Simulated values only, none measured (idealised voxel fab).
The following is a process module called voxel spacer lines.
Square cells of 5 nm make up the cross-section cut, whose width is 255 nm.
Cross-section spec: square-cell grid; bands listed top down; each band is one or more rows. For a band, the entry starts with two heights in nm, that of the top and then that of the bottom, and carries on with the band's materials in order from left to right, each alongside its width in nm; the word "full width" beside a single material means it fills the band edge to edge, and "empty" means empty space. Convention: height 0 is the level below which the wafer, as received, is all one material. The lowest band does not terminate at the bottom but continues downward, represented as "0 down". The notation "30->40" denotes a width that varies across the rows of cells in the band, beginning at the first number in the top row, finishing at the second number in the bottom row, and changing by an identical amount from each row to the next. The designation "stayed the same", where it is given for a processing step, indicates that no cell of the cross-section was altered in the course of that step. Reported under the label "Internal closed voids" are the empty spaces having no open way to the top and comprising 8 cells or more; the notation for each is width x height at distance, in which the distance is measured from the left edge and all three values are in nm. Read whatever lies past the settings on a step's line as the simulator's own remark about the step. overlay nm: mask offset rightward from planned place, masked step; negative means leftward offset.
Here's what the planned process steps look like:
- 1: RECEIVE [material Si]
- 2: CONFORMAL_DEP [material Al2O3] [thk nm 10]
- 3: DIRECTIONAL_DEP [material TiN] [thk nm 10]
- 4: DIRECTIONAL_DEP [material polySi] [thk nm 30]
- 5: PATTERN [tone cover] [mask id MANDREL] [material resist] [width nm 20] [pitch nm 60] [thk nm 35] [overlay nm 0]
- 6: DIRECTIONAL_ETCH [etch materials polySi] [depth nm 30]
- 7: STRIP [etch materials resist]
- 8: CONFORMAL_DEP [material SiO2] [thk nm 5]
- 9: DIRECTIONAL_ETCH [etch materials SiO2] [depth nm 10]
- 10: STRIP [etch materials polySi]
- 11: DIRECTIONAL_ETCH [etch materials TiN] [depth nm 10]
- 12: STRIP [etch materials SiO2]
- 13: FILL_DEP [material lowk] [thk nm 5]
- 14: CMP [height nm 20]
Variable across wafers: step 8 thk nm (plan value is that of the first wafer; starting state common to all).
As received, i.e. after step 1: cross-section through the first of several wafers:
* 0 down = Si full width
* Internal closed voids: none
The first of several wafers, seen in cross-section after the module's last step, step 14:
* 20 to 10 = 80 nm lowk; 5 nm TiN; 20 nm lowk; 5 nm TiN; 30 nm lowk; 5 nm TiN; 20 nm lowk; 5 nm TiN; 85 nm lowk
* 10 to 0 = Al2O3 full width
* 0 down = Si full width
* Internal closed voids: none
Cross-section of the final wafer among several, taken at the end of the module:
* 20 to 10 = TiN full width
* 10 to 0 = Al2O3 full width
* 0 down = Si full width
* Internal closed voids: none
What follows is a table in which each wafer occupies a row; for the wafer as it stands at the close of the module, the row states, material by material, how many cells have been gained (+) or lost (-) since receipt, and then gives its closed voids:
thk nm 5, +102 Al2O3, +8 TiN, +94 lowk, Internal closed voids: none
thk nm 10, +102 Al2O3, +16 TiN, +86 lowk, Internal closed voids: none
thk nm 15, +102 Al2O3, +102 TiN, Internal closed voids: none
thk nm 20, +102 Al2O3, +102 TiN, Internal closed voids: none
thk nm 25, +102 Al2O3, +102 TiN, Internal closed voids: none
